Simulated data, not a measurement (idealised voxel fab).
process module | voxel quadruple lines
cross-section cut | 190 nm wide | cells 5 nm
A cross-section is a grid of square cells, given in bands from the top down. A band is one or more rows of cells.
Each band's line starts with the height of the band's top and of its bottom, in nm. Then come its materials from left to right, each with its width in nm. One material with "throughout" fills the band from edge to edge. "air" is empty space.
Height 0 is the level under which the wafer as received is all one material. The lowest band goes on downwards, as in "0 down".
A width such as "30 to 40" changes by the same amount from each row of cells to the next, from the band's top row to its bottom row.
"no change" after a step means that no cell of the cross-section changed.
closed voids: empty space of 8 cells or more with no open way to the top, each as width x height at its distance from the left edge, in nm
after a step's settings: what the simulator itself notes on the step
overlay nm, on a step with a mask: how far to the right of its planned place the mask lay; to the left if negative
plan
1 op RECEIVE | material Si
2 op CONFORMAL_DEP | material SiO2 | thk nm 10
3 op DIRECTIONAL_DEP | material TiN | thk nm 10
4 op DIRECTIONAL_DEP | material polySi | thk nm 20
5 op DIRECTIONAL_DEP | material aC | thk nm 25
6 op PATTERN | tone cover | mask id MANDREL | material resist | width nm 20 | thk nm 35 | overlay nm 0
7 op DIRECTIONAL_ETCH | etch materials aC | depth nm 25
8 op STRIP | etch materials resist
9 op CONFORMAL_DEP | material SiO2 | thk nm 10
10 op DIRECTIONAL_ETCH | etch materials SiO2 | depth nm 10
11 op STRIP | etch materials aC
12 op DIRECTIONAL_ETCH | etch materials polySi | depth nm 20
13 op STRIP | etch materials SiO2
14 op CONFORMAL_DEP | material SiN | thk nm 5
15 op DIRECTIONAL_ETCH | etch materials SiN | depth nm 5
16 op STRIP | etch materials polySi
17 op DIRECTIONAL_ETCH | etch materials TiN | depth nm 10
18 op STRIP | etch materials SiN
19 op FILL_DEP | material SiO2 | thk nm 10
20 op CMP | height nm 20
first wafer, as planned
as received, after step 1
  0 down: Si throughout
  closed voids: none
after step 2
  10 to 0: SiO2 throughout
  below 0: unchanged
after step 3
  20 to 10: TiN throughout
  below 10: unchanged
after step 4
  40 to 20: polySi throughout
  below 20: unchanged
after step 5
  65 to 40: aC throughout
  below 40: unchanged
after step 6
  100 to 65: air 85 | resist 20 | air 85
  below 65: unchanged
after step 7
  75 to 65: air 85 | resist 20 | air 85
  65 to 40: air 85 | aC 20 | air 85
  below 40: unchanged
after step 8
  65 to 40: air 85 | aC 20 | air 85
  below 40: unchanged
after step 9
  75 to 65: air 75 | SiO2 40 | air 75
  65 to 50: air 75 | SiO2 10 | aC 20 | SiO2 10 | air 75
  50 to 40: SiO2 85 | aC 20 | SiO2 85
  below 40: unchanged
after step 10
  65 to 40: air 75 | SiO2 10 | aC 20 | SiO2 10 | air 75
  below 40: unchanged
after step 11
  65 to 40: air 75 | SiO2 10 | air 20 | SiO2 10 | air 75
  below 40: unchanged
after step 12
  65 to 40: air 75 | SiO2 10 | air 20 | SiO2 10 | air 75
  40 to 20: air 75 | polySi 10 | air 20 | polySi 10 | air 75
  below 20: unchanged
after step 13
  40 to 20: air 75 | polySi 10 | air 20 | polySi 10 | air 75
  below 20: unchanged
after step 14
  45 to 40: air 70 | SiN 20 | air 10 | SiN 20 | air 70
  40 to 25: air 70 | SiN 5 | polySi 10 | SiN 5 | air 10 | SiN 5 | polySi 10 | SiN 5 | air 70
  25 to 20: SiN 75 | polySi 10 | SiN 20 | polySi 10 | SiN 75
  below 20: unchanged
after step 15
  40 to 20: air 70 | SiN 5 | polySi 10 | SiN 5 | air 10 | SiN 5 | polySi 10 | SiN 5 | air 70
  below 20: unchanged
after step 16
  40 to 20: air 70 | SiN 5 | air 10 | SiN 5 | air 10 | SiN 5 | air 10 | SiN 5 | air 70
  below 20: unchanged
after step 17
  40 to 20: air 70 | SiN 5 | air 10 | SiN 5 | air 10 | SiN 5 | air 10 | SiN 5 | air 70
  20 to 10: air 70 | TiN 5 | air 10 | TiN 5 | air 10 | TiN 5 | air 10 | TiN 5 | air 70
  below 10: unchanged
after step 18
  20 to 10: air 70 | TiN 5 | air 10 | TiN 5 | air 10 | TiN 5 | air 10 | TiN 5 | air 70
  below 10: unchanged
after step 19
  30 to 20: SiO2 throughout
  20 to 10: SiO2 70 | TiN 5 | SiO2 10 | TiN 5 | SiO2 10 | TiN 5 | SiO2 10 | TiN 5 | SiO2 70
  below 10: unchanged
after step 20
  20 to 10: SiO2 70 | TiN 5 | SiO2 10 | TiN 5 | SiO2 10 | TiN 5 | SiO2 10 | TiN 5 | SiO2 70
  below 10: unchanged
second wafer: like start, like plan, one mistake. Through step 1 it matches the first wafer
when step 2 should have ended: no change
when step 3 should have ended
  10 to 0: TiN throughout
  below 0: unchanged
when step 4 should have ended
  30 to 10: polySi throughout
  below 10: unchanged
when step 5 should have ended
  55 to 30: aC throughout
  below 30: unchanged
when step 6 should have ended
  90 to 55: air 85 | resist 20 | air 85
  below 55: unchanged
when step 7 should have ended
  65 to 55: air 85 | resist 20 | air 85
  55 to 30: air 85 | aC 20 | air 85
  below 30: unchanged
when step 8 should have ended
  55 to 30: air 85 | aC 20 | air 85
  below 30: unchanged
when step 9 should have ended
  65 to 55: air 75 | SiO2 40 | air 75
  55 to 40: air 75 | SiO2 10 | aC 20 | SiO2 10 | air 75
  40 to 30: SiO2 85 | aC 20 | SiO2 85
  below 30: unchanged
when step 10 should have ended
  55 to 30: air 75 | SiO2 10 | aC 20 | SiO2 10 | air 75
  below 30: unchanged
when step 11 should have ended
  55 to 30: air 75 | SiO2 10 | air 20 | SiO2 10 | air 75
  below 30: unchanged
when step 12 should have ended
  55 to 30: air 75 | SiO2 10 | air 20 | SiO2 10 | air 75
  30 to 10: air 75 | polySi 10 | air 20 | polySi 10 | air 75
  below 10: unchanged
when step 13 should have ended
  30 to 10: air 75 | polySi 10 | air 20 | polySi 10 | air 75
  below 10: unchanged
when step 14 should have ended
  35 to 30: air 70 | SiN 20 | air 10 | SiN 20 | air 70
  30 to 15: air 70 | SiN 5 | polySi 10 | SiN 5 | air 10 | SiN 5 | polySi 10 | SiN 5 | air 70
  15 to 10: SiN 75 | polySi 10 | SiN 20 | polySi 10 | SiN 75
  below 10: unchanged
when step 15 should have ended
  30 to 10: air 70 | SiN 5 | polySi 10 | SiN 5 | air 10 | SiN 5 | polySi 10 | SiN 5 | air 70
  below 10: unchanged
when step 16 should have ended
  30 to 10: air 70 | SiN 5 | air 10 | SiN 5 | air 10 | SiN 5 | air 10 | SiN 5 | air 70
  below 10: unchanged
when step 17 should have ended
  30 to 10: air 70 | SiN 5 | air 10 | SiN 5 | air 10 | SiN 5 | air 10 | SiN 5 | air 70
  10 to 0: air 70 | TiN 5 | air 10 | TiN 5 | air 10 | TiN 5 | air 10 | TiN 5 | air 70
  below 0: unchanged
when step 18 should have ended
  10 to 0: air 70 | TiN 5 | air 10 | TiN 5 | air 10 | TiN 5 | air 10 | TiN 5 | air 70
  below 0: unchanged
when step 19 should have ended
  20 to 10: SiO2 throughout
  10 to 0: SiO2 70 | TiN 5 | SiO2 10 | TiN 5 | SiO2 10 | TiN 5 | SiO2 10 | TiN 5 | SiO2 70
  below 0: unchanged
when step 20 should have ended: no change
what went wrong: step 2 was left out
at the end the second wafer has, in cells: as many of each material as the first, in other places
